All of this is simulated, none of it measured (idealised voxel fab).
voxel air gaps: a process module
Shown is cross-section cut, with a width of 210 nm and square cells of size 5 nm.
Cross-section = grid of square cells, listed top down in bands; band = one or more rows. Heads up on the band format: heights come first, top then bottom, in nm. After that it's the materials left to right, each with its width in nm. A single material flagged "throughout" fills the whole band edge to edge, and "empty" means there's empty space there. Beneath 0, the wafer as received is one material, and that level is where height counting begins. The lowest band goes on downward without a bottom; it is written like "z 0 and below". The notation "30..40" denotes a width that varies across the rows of cells in the band, beginning at the first number in the top row, finishing at the second number in the bottom row, and changing by an identical amount from each row to the next. "everything unchanged" for a step: no cell of the cross-section changed in that step. Look at "Sealed voids" for the closed voids: empty spaces with no open path to the top, sized 8 cells or up. Each is width x height at distance, distance from the left edge, all nm. Step line, after settings: the simulator's comment on this step. "overlay nm" answers the question of how far to the right of plan the mask lay on a step that has a mask, and when it is negative the answer is to the left.
# Here's what the planned process steps look like
step 1: RECEIVE (material Si)
step 2: CONFORMAL_DEP (material SiO2; thk nm 10)
step 3: CONFORMAL_DEP (material SiN; thk nm 5)
step 4: DIRECTIONAL_DEP (material SiO2; thk nm 30)
step 5: PATTERN (tone open; mask id LINES; material resist; width nm 20; pitch nm 45; thk nm 20; overlay nm 0)
step 6: DIRECTIONAL_ETCH (etch materials SiO2; depth nm 30)
step 7: STRIP (etch materials resist)
step 8: CONFORMAL_DEP (material TiN; thk nm 5)
step 9: FILL_DEP (material Cu; thk nm 10)
step 10: CMP (height nm 45)
step 11: EPI (material Ru; thk nm 10)
step 12: SELECTIVE_ETCH (etch materials SiO2; depth nm 40)
step 13: CONFORMAL_DEP (material SiCN; thk nm 5)
# Cross-section, incoming material, after step 1
* z 0 and below = Si throughout
* Sealed voids: none
# Same starting wafer, same plan as above, one mistake in the execution; this is the cross-section at the end of the module
* z 55 to 45 = 15 nm empty; 40 nm Ru; 5 nm empty; 40 nm Ru; 5 nm empty; 40 nm Ru; 5 nm empty; 40 nm Ru; 20 nm empty
* z 45 to 20 = 25 nm empty; 5 nm TiN; 10 nm Cu; 5 nm TiN; 25 nm empty; 5 nm TiN; 10 nm Cu; 5 nm TiN; 25 nm empty; 5 nm TiN; 10 nm Cu; 5 nm TiN; 25 nm empty; 5 nm TiN; 10 nm Cu; 5 nm TiN; 30 nm empty
* z 20 to 15 = 25 nm empty; 20 nm TiN; 25 nm empty; 20 nm TiN; 25 nm empty; 20 nm TiN; 25 nm empty; 20 nm TiN; 30 nm empty
* z 15 to 10 = SiN throughout
* z 10 to 0 = SiO2 throughout
* z 0 and below = Si throughout
* Sealed voids: none
Processing error: step 13 of the plan was jumped over and never run
